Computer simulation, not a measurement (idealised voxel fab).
process module | voxel self aligned vias
cross-section cut | 235 nm wide | cells 5 nm
A cross-section is a grid of square cells, given in bands from the top down. A band is one or more rows of cells.
Each band's line starts with the height of the band's top and of its bottom, in nm. Then come its materials from left to right, each with its width in nm. One material with "throughout" fills the band from edge to edge. "air" is empty space.
Height 0 is the level under which the wafer as received is all one material. The lowest band goes on downwards, as in "0 down".
A width such as "30 to 40" changes by the same amount from each row of cells to the next, from the band's top row to its bottom row.
"no change" after a step means that no cell of the cross-section changed.
closed voids: empty space of 8 cells or more with no open way to the top, each as width x height at its distance from the left edge, in nm
after a step's settings: what the simulator itself notes on the step
overlay nm, on a step with a mask: how far to the right of its planned place the mask lay; to the left if negative
plan
1 op RECEIVE | material Si
2 op CONFORMAL_DEP | material SiO2 | thk nm 10
3 op CONFORMAL_DEP | material SiCN | thk nm 5
4 op DIRECTIONAL_DEP | material lowk | thk nm 20
5 op PATTERN | tone open | mask id LINES | material resist | width nm 20 | pitch nm 60 | thk nm 20 | overlay nm 0
6 op DIRECTIONAL_ETCH | etch materials lowk | depth nm 20
7 op STRIP | etch materials resist
8 op CONFORMAL_DEP | material TiN | thk nm 5
9 op FILL_DEP | material W | thk nm 5
10 op CMP | height nm 35
11 op SELECTIVE_ETCH | etch materials W Ru TiN | depth nm 10
12 op FILL_DEP | material SiN | thk nm 10
13 op CMP | height nm 35
14 op DIRECTIONAL_DEP | material lowk | thk nm 15
15 op PATTERN | tone open | mask id VIAS | material resist | width nm 40 | pitch nm 60 | thk nm 20 | overlay nm 0
16 op DIRECTIONAL_ETCH | etch materials lowk | depth nm 15
17 op DIRECTIONAL_ETCH | etch materials SiN | depth nm 10
18 op STRIP | etch materials resist
19 op CONFORMAL_DEP | material TiN | thk nm 5
20 op FILL_DEP | material W | thk nm 5
21 op CMP | height nm 50
22 op CONFORMAL_DEP | material SiCN | thk nm 5
as received, after step 1
  0 down: Si throughout
  closed voids: none
a wafer at the end: this start, this plan, one mistake
  55 to 50: SiCN throughout
  50 to 30: lowk 35 | TiN 5 | W 30 | TiN 5 | lowk 20 | TiN 5 | W 30 | TiN 5 | lowk 20 | TiN 5 | W 30 | TiN 5 | lowk 40
  30 to 25: lowk 35 | TiN 40 | lowk 20 | TiN 40 | lowk 20 | TiN 40 | lowk 40
  25 to 20: lowk 35 | TiN 15 | W 10 | TiN 15 | lowk 20 | TiN 15 | W 10 | TiN 15 | lowk 20 | TiN 15 | W 10 | TiN 15 | lowk 40
  20 to 15: lowk 45 | TiN 20 | lowk 40 | TiN 20 | lowk 40 | TiN 20 | lowk 50
  15 to 10: SiCN throughout
  10 to 0: SiO2 throughout
  0 down: Si throughout
  closed voids: none
what went wrong: step 16 was run twice
